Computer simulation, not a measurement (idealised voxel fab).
A process module follows: voxel ribs on slabs.
Displayed cross-section: cut, width of 160 nm, square cells sized 5 nm.
Throughout this document, each cross-section is represented as a grid of square cells and is presented as a sequence of bands enumerated from the top downward, where a band comprises one or more rows of cells. Band: top height; bottom height; in nm. Then, left to right: material with width in nm, for each material. "throughout": a single material spanning edge to edge. "empty": empty space. For the purposes of this specification, 0 denotes the height below which the wafer in its as-received condition is composed wholly of one material, and the lowermost band, lacking a lower limit, extends downward without end, as expressed in "0 down". Think of "30..40" as a width that walks from the first number to the second as you go down the band, top row to bottom row, taking equal-sized steps from row to row. "no change occurred", as given for a step, is the statement that not any cell of the cross-section underwent a change during that step. "Enclosed internal cavities" enumerates empty spaces isolated from the top, with no open way to it, that contain at least 8 cells, giving each as width x height at distance from the left edge, all three in nm. The remark found on a step's line after its settings is issued by the simulator itself and pertains to that step. A step's line can hold "overlay nm"; with a mask on that step, the setting says how far right of the planned place the mask lay, while a negative setting says it lay to the left.

The steps planned for the process are as follows:
- 1: RECEIVE,material Si
- 2: DIRECTIONAL_DEP,material SiO2,thk nm 25
- 3: DIRECTIONAL_DEP,material polySi,thk nm 20
- 4: MASKED_ETCH,tone cover,mask id RIB,width nm 20,etch materials polySi,depth nm 5,overlay nm 0
- 5: DIRECTIONAL_DEP,material aC,thk nm 10
- 6: PATTERN,tone cover,mask id SLAB,material resist,width nm 50,thk nm 25,overlay nm 0
- 7: DIRECTIONAL_ETCH,etch materials aC,depth nm 10
- 8: STRIP,etch materials resist
- 9: DIRECTIONAL_ETCH,etch materials polySi,depth nm 15
- 10: STRIP,etch materials aC
- 11: FILL_DEP,material SiO2,thk nm 25
- 12: CMP,height nm 60
- 13: DIRECTIONAL_DEP,material TiN,thk nm 5
- 14: DIRECTIONAL_DEP,material aC,thk nm 15
- 15: PATTERN,tone cover,mask id HEATER,material resist,width nm 30,thk nm 30,overlay nm 0
- 16: DIRECTIONAL_ETCH,etch materials aC,depth nm 15
- 17: STRIP,etch materials resist
- 18: DIRECTIONAL_ETCH,etch materials TiN,depth nm 5
- 19: STRIP,etch materials aC
- 20: CONFORMAL_DEP,material SiN,thk nm 10

Delivered wafer in cross-section: state after step 1:
    0 down = Si throughout
    Enclosed internal cavities: none

Cross-section taken at module completion on the first of two wafers; processed per the plan:
    75 to 70 = 55 of empty  50 of SiN  55 of empty
    70 to 65 = SiN throughout
    65 to 60 = 65 of SiN  30 of TiN  65 of SiN
    60 to 45 = SiO2 throughout
    45 to 40 = 70 of SiO2  20 of polySi  70 of SiO2
    40 to 25 = 55 of SiO2  50 of polySi  55 of SiO2
    25 to 0 = SiO2 throughout
    0 down = Si throughout
    Enclosed internal cavities: none

End of module, second wafer, cross-section. Started like the first, planned like the first, run with one mistake:
    75 to 70 = 55 of empty  50 of SiN  55 of empty
    70 to 65 = SiN throughout
    65 to 60 = 65 of SiN  30 of TiN  65 of SiN
    60 to 55 = SiO2 throughout
    55 to 50 = 70 of SiO2  20 of polySi  70 of SiO2
    50 to 35 = 55 of SiO2  50 of polySi  55 of SiO2
    35 to 0 = SiO2 throughout
    0 down = Si throughout
    Enclosed internal cavities: none
What was the processing mistake? step 2 deviated from plan and actually ran as DIRECTIONAL_DEP,material SiO2,thk nm 35
Matching per-material cell counts, mismatched positions: that is how the second wafer compares with the first at the end.
